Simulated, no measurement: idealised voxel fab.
Herein follows the process module entitled voxel lift off.
The figure presents cross-section cut, which has a width of 150 nm and is divided into square cells with an edge length of 5 nm.
We lay out every cross-section as a grid of square cells and spell it out in bands from the top down, where one band means one or more rows of cells.
Top, bottom (nm), then materials left to right with widths (nm); lone material tagged "everywhere" fills the whole band edge to edge; "empty" = empty space.
The reference from which all heights are counted is 0, the level beneath which the as-received wafer is entirely one material; the lowest band, having no lower bound, proceeds downward and is written after the example "top 0, no bottom".
The two numbers in a width such as "30..40" mark its ends across the band: the first belongs to the top row of cells, the second to the bottom row, and from each row to the next the width moves by the same amount.
The cross-section has no changed cell in any step marked "nothing different".
Empty spaces without an open route to the top, at least 8 cells in extent, make up the entry "Entrapped void list"; each is given as width x height at distance, where the distance is measured from the left edge, and all are in nm.
after a step's settings: what the simulator itself notes on the step
"overlay nm" denotes, for a step that has a mask, the displacement of the mask to the right of its planned place, with negative values corresponding to the left.
Reading guide: pairs of cross-sections, before and after one process step; after view cut off at lowest changed band; step and settings listed under each pair. Pairs may stem from different runs of this module on the same starting wafer; continuity with the pair above only where the "State before" entry states it.
-- State before
* top 0, no bottom = Si everywhere
* Entrapped void list: none
-- Sectional Result
* top 15, bottom 0 = SiO2 everywhere
* No changes below 0.
* Entrapped void list: none
Can you say which step sits between the two cross-sections above? CONFORMAL_DEP: material SiO2, thk nm 15
State before: = after-state of the pair above.
-- Sectional Result
* top 35, bottom 15 = resist 40 nm / empty 25 nm / resist 20 nm / empty 25 nm / resist 40 nm
* No changes below 15.
* Entrapped void list: none
Can you say which step sits between the two cross-sections above? PATTERN: tone open, mask id LINES, material resist, width nm 25, pitch nm 45, thk nm 20, overlay nm 0
State before: = after-state of the pair above.
-- Sectional Result
* top 40, bottom 35 = Ru 40 nm / empty 25 nm / Ru 20 nm / empty 25 nm / Ru 40 nm
* top 35, bottom 20 = resist 40 nm / empty 25 nm / resist 20 nm / empty 25 nm / resist 40 nm
* top 20, bottom 15 = resist 40 nm / Ru 25 nm / resist 20 nm / Ru 25 nm / resist 40 nm
* No changes below 15.
* Entrapped void list: none
Can you say which step sits between the two cross-sections above? DIRECTIONAL_DEP: material Ru, thk nm 5
State before: = after-state of the pair above.
-- Sectional Result
* top 20, bottom 15 = empty 40 nm / Ru 25 nm / empty 20 nm / Ru 25 nm / empty 40 nm
* No changes below 15.
* Entrapped void list: none
Can you say which step sits between the two cross-sections above? STRIP: etch materials resist
State before: = after-state of the pair above.
-- Sectional Result
* top 25, bottom 20 = empty 35 nm / SiN 35 nm / empty 10 nm / SiN 35 nm / empty 35 nm
* top 20, bottom 15 = SiN 40 nm / Ru 25 nm / SiN 20 nm / Ru 25 nm / SiN 40 nm
* No changes below 15.
* Entrapped void list: none
Can you say which step sits between the two cross-sections above? CONFORMAL_DEP: material SiN, thk nm 5
-- State before
* top 35, bottom 15 = resist 40 nm / empty 25 nm / resist 20 nm / empty 25 nm / resist 40 nm
* top 15, bottom 0 = SiO2 everywhere
* top 0, no bottom = Si everywhere
* Entrapped void list: none
-- Sectional Result
* top 15, bottom 0 = SiO2 everywhere
* No changes below 0.
* Entrapped void list: none
Can you say which step sits between the two cross-sections above? STRIP: etch materials resist
State before: = after-state of the pair above.
-- Sectional Result
* top 20, bottom 15 = SiN everywhere
* No changes below 15.
* Entrapped void list: none
Can you say which step sits between the two cross-sections above? CONFORMAL_DEP: material SiN, thk nm 5
-- State before
* top 15, bottom 0 = SiO2 everywhere
* top 0, no bottom = Si everywhere
* Entrapped void list: none
-- Sectional Result
* top 30, bottom 0 = SiO2 everywhere
* No changes below 0.
* Entrapped void list: none
Can you say which step sits between the two cross-sections above? CONFORMAL_DEP: material SiO2, thk nm 15
State before: = after-state of the pair above.
-- Sectional Result
* top 50, bottom 30 = resist 40 nm / empty 25 nm / resist 20 nm / empty 25 nm / resist 40 nm
* No changes below 30.
* Entrapped void list: none
Can you say which step sits between the two cross-sections above? PATTERN: tone open, mask id LINES, material resist, width nm 25, pitch nm 45, thk nm 20, overlay nm 0
State before: = after-state of the pair above.
-- Sectional Result
* top 55, bottom 50 = Ru 40 nm / empty 25 nm / Ru 20 nm / empty 25 nm / Ru 40 nm
* top 50, bottom 35 = resist 40 nm / empty 25 nm / resist 20 nm / empty 25 nm / resist 40 nm
* top 35, bottom 30 = resist 40 nm / Ru 25 nm / resist 20 nm / Ru 25 nm / resist 40 nm
* No changes below 30.
* Entrapped void list: none
Can you say which step sits between the two cross-sections above? DIRECTIONAL_DEP: material Ru, thk nm 5
State before: = after-state of the pair above.
-- Sectional Result
* top 35, bottom 30 = empty 40 nm / Ru 25 nm / empty 20 nm / Ru 25 nm / empty 40 nm
* No changes below 30.
* Entrapped void list: none
Can you say which step sits between the two cross-sections above? STRIP: etch materials resist
State before: = after-state of the pair above.
-- Sectional Result
* top 40, bottom 35 = empty 35 nm / SiN 35 nm / empty 10 nm / SiN 35 nm / empty 35 nm
* top 35, bottom 30 = SiN 40 nm / Ru 25 nm / SiN 20 nm / Ru 25 nm / SiN 40 nm
* No changes below 30.
* Entrapped void list: none
Can you say which step sits between the two cross-sections above? CONFORMAL_DEP: material SiN, thk nm 5
-- State before
* top 20, bottom 15 = empty 40 nm / Ru 25 nm / empty 20 nm / Ru 25 nm / empty 40 nm
* top 15, bottom 0 = SiO2 everywhere
* top 0, no bottom = Si everywhere
* Entrapped void list: none
-- Sectional Result
* top 35, bottom 30 = empty 25 nm / SiN 100 nm / empty 25 nm
* top 30, bottom 20 = SiN everywhere
* top 20, bottom 15 = SiN 40 nm / Ru 25 nm / SiN 20 nm / Ru 25 nm / SiN 40 nm
* No changes below 15.
* Entrapped void list: none
Can you say which step sits between the two cross-sections above? CONFORMAL_DEP: material SiN, thk nm 15
-- State before
* top 15, bottom 0 = SiO2 everywhere
* top 0, no bottom = Si everywhere
* Entrapped void list: none
-- Sectional Result
* top 35, bottom 15 = resist 45 nm / empty 15 nm / resist 30 nm / empty 15 nm / resist 45 nm
* No changes below 15.
* Entrapped void list: none
Can you say which step sits between the two cross-sections above? PATTERN: tone open, mask id LINES, material resist, width nm 15, pitch nm 45, thk nm 20, overlay nm 0
State before: = after-state of the pair above.
-- Sectional Result
* top 40, bottom 35 = Ru 45 nm / empty 15 nm / Ru 30 nm / empty 15 nm / Ru 45 nm
* top 35, bottom 20 = resist 45 nm / empty 15 nm / resist 30 nm / empty 15 nm / resist 45 nm
* top 20, bottom 15 = resist 45 nm / Ru 15 nm / resist 30 nm / Ru 15 nm / resist 45 nm
* No changes below 15.
* Entrapped void list: none
Can you say which step sits between the two cross-sections above? DIRECTIONAL_DEP: material Ru, thk nm 5
State before: = after-state of the pair above.
-- Sectional Result
* top 20, bottom 15 = empty 45 nm / Ru 15 nm / empty 30 nm / Ru 15 nm / empty 45 nm
* No changes below 15.
* Entrapped void list: none
Can you say which step sits between the two cross-sections above? STRIP: etch materials resist
State before: = after-state of the pair above.
-- Sectional Result
* top 25, bottom 20 = empty 40 nm / SiN 25 nm / empty 20 nm / SiN 25 nm / empty 40 nm
* top 20, bottom 15 = SiN 45 nm / Ru 15 nm / SiN 30 nm / Ru 15 nm / SiN 45 nm
* No changes below 15.
* Entrapped void list: none
Can you say which step sits between the two cross-sections above? CONFORMAL_DEP: material SiN, thk nm 5
-- State before
* top 15, bottom 0 = SiO2 everywhere
* top 0, no bottom = Si everywhere
* Entrapped void list: none
-- Sectional Result
* top 35, bottom 15 = resist 50 nm / empty 25 nm / resist 20 nm / empty 25 nm / resist 30 nm
* No changes below 15.
* Entrapped void list: none
Can you say which step sits between the two cross-sections above? PATTERN: tone open, mask id LINES, material resist, width nm 25, pitch nm 45, thk nm 20, overlay nm 10
State before: = after-state of the pair above.
-- Sectional Result
* top 40, bottom 35 = Ru 50 nm / empty 25 nm / Ru 20 nm / empty 25 nm / Ru 30 nm
* top 35, bottom 20 = resist 50 nm / empty 25 nm / resist 20 nm / empty 25 nm / resist 30 nm
* top 20, bottom 15 = resist 50 nm / Ru 25 nm / resist 20 nm / Ru 25 nm / resist 30 nm
* No changes below 15.
* Entrapped void list: none
Can you say which step sits between the two cross-sections above? DIRECTIONAL_DEP: material Ru, thk nm 5
State before: = after-state of the pair above.
-- Sectional Result
* top 20, bottom 15 = empty 50 nm / Ru 25 nm / empty 20 nm / Ru 25 nm / empty 30 nm
* No changes below 15.
* Entrapped void list: none
Can you say which step sits between the two cross-sections above? STRIP: etch materials resist
State before: = after-state of the pair above.
-- Sectional Result
* top 25, bottom 20 = empty 45 nm / SiN 35 nm / empty 10 nm / SiN 35 nm / empty 25 nm
* top 20, bottom 15 = SiN 50 nm / Ru 25 nm / SiN 20 nm / Ru 25 nm / SiN 30 nm
* No changes below 15.
* Entrapped void list: none
Can you say which step sits between the two cross-sections above? CONFORMAL_DEP: material SiN, thk nm 5
-- State before
* top 20, bottom 15 = empty 40 nm / Ru 25 nm / empty 20 nm / Ru 25 nm / empty 40 nm
* top 15, bottom 0 = SiO2 everywhere
* top 0, no bottom = Si everywhere
* Entrapped void list: none
-- Sectional Result
* top 25, bottom 20 = empty 35 nm / Ru 35 nm / empty 10 nm / Ru 35 nm / empty 35 nm
* top 20, bottom 15 = Ru everywhere
* No changes below 15.
* Entrapped void list: none
Can you say which step sits between the two cross-sections above? CONFORMAL_DEP: material Ru, thk nm 5
-- State before
* top 15, bottom 0 = SiO2 everywhere
* top 0, no bottom = Si everywhere
* Entrapped void list: none
-- Sectional Result
* top 35, bottom 15 = empty 40 nm / resist 25 nm / empty 20 nm / resist 25 nm / empty 40 nm
* No changes below 15.
* Entrapped void list: none
Can you say which step sits between the two cross-sections above? PATTERN: tone cover, mask id LINES, material resist, width nm 25, pitch nm 45, thk nm 20, overlay nm 0
State before: = after-state of the pair above.
-- Sectional Result
* top 40, bottom 35 = empty 40 nm / Ru 25 nm / empty 20 nm / Ru 25 nm / empty 40 nm
* top 35, bottom 20 = empty 40 nm / resist 25 nm / empty 20 nm / resist 25 nm / empty 40 nm
* top 20, bottom 15 = Ru 40 nm / resist 25 nm / Ru 20 nm / resist 25 nm / Ru 40 nm
* No changes below 15.
* Entrapped void list: none
Can you say which step sits between the two cross-sections above? DIRECTIONAL_DEP: material Ru, thk nm 5
State before: = after-state of the pair above.
-- Sectional Result
* top 20, bottom 15 = Ru 40 nm / empty 25 nm / Ru 20 nm / empty 25 nm / Ru 40 nm
* No changes below 15.
* Entrapped void list: none
Can you say which step sits between the two cross-sections above? STRIP: etch materials resist
State before: = after-state of the pair above.
-- Sectional Result
* top 25, bottom 20 = SiN 45 nm / empty 15 nm / SiN 30 nm / empty 15 nm / SiN 45 nm
* top 20, bottom 15 = Ru 40 nm / SiN 25 nm / Ru 20 nm / SiN 25 nm / Ru 40 nm
* No changes below 15.
* Entrapped void list: none
Can you say which step sits between the two cross-sections above? CONFORMAL_DEP: material SiN, thk nm 5
